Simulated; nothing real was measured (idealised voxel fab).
process module | voxel self aligned vias
cross-section cut | 215 nm wide | cells 5 nm
A cross-section is a grid of square cells, given in bands from the top down. A band is one or more rows of cells.
Each band's line starts with the height of the band's top and of its bottom, in nm. Then come its materials from left to right, each with its width in nm. One material with "throughout" fills the band from edge to edge. "air" is empty space.
Height 0 is the level under which the wafer as received is all one material. The lowest band goes on downwards, as in "0 down".
A width such as "30 to 40" changes by the same amount from each row of cells to the next, from the band's top row to its bottom row.
"no change" after a step means that no cell of the cross-section changed.
closed voids: empty space of 8 cells or more with no open way to the top, each as width x height at its distance from the left edge, in nm
after a step's settings: what the simulator itself notes on the step
overlay nm, on a step with a mask: how far to the right of its planned place the mask lay; to the left if negative
plan
1 op RECEIVE | material Si
2 op CONFORMAL_DEP | material SiO2 | thk nm 10
3 op CONFORMAL_DEP | material SiCN | thk nm 5
4 op DIRECTIONAL_DEP | material SiO2 | thk nm 20
5 op DIRECTIONAL_DEP | material aC | thk nm 15
6 op PATTERN | tone open | mask id LINES | material resist | width nm 20 | pitch nm 60 | thk nm 30 | overlay nm 0
7 op DIRECTIONAL_ETCH | etch materials aC | depth nm 15
8 op STRIP | etch materials resist
9 op DIRECTIONAL_ETCH | etch materials SiO2 | depth nm 20
10 op STRIP | etch materials aC
11 op CONFORMAL_DEP | material TiN | thk nm 5
12 op FILL_DEP | material W | thk nm 10
13 op CMP | height nm 35
14 op SELECTIVE_ETCH | etch materials W Ru TiN | depth nm 10
15 op FILL_DEP | material SiN | thk nm 10
16 op CMP | height nm 35
17 op DIRECTIONAL_DEP | material SiO2 | thk nm 15
18 op DIRECTIONAL_DEP | material aC | thk nm 10
19 op PATTERN | tone open | mask id VIAS | material resist | width nm 30 | thk nm 30 | overlay nm 0
20 op DIRECTIONAL_ETCH | etch materials aC | depth nm 10
21 op STRIP | etch materials resist
22 op DIRECTIONAL_ETCH | etch materials SiO2 | depth nm 15
23 op DIRECTIONAL_ETCH | etch materials SiN | depth nm 10
24 op STRIP | etch materials aC
25 op CONFORMAL_DEP | material TiN | thk nm 5
26 op FILL_DEP | material W | thk nm 5
27 op CMP | height nm 50
28 op CONFORMAL_DEP | material SiN | thk nm 5
as received, after step 1
  0 down: Si throughout
  closed voids: none
a wafer at the end: this start, this plan, one mistake
  55 to 50: SiN throughout
  50 to 40: SiO2 60 | TiN 5 | W 20 | TiN 5 | SiO2 125
  40 to 35: SiO2 60 | TiN 30 | SiO2 125
  35 to 30: SiCN throughout
  30 to 0: SiO2 throughout
  0 down: Si throughout
  closed voids: none
what went wrong: steps 3 and 4 were swapped
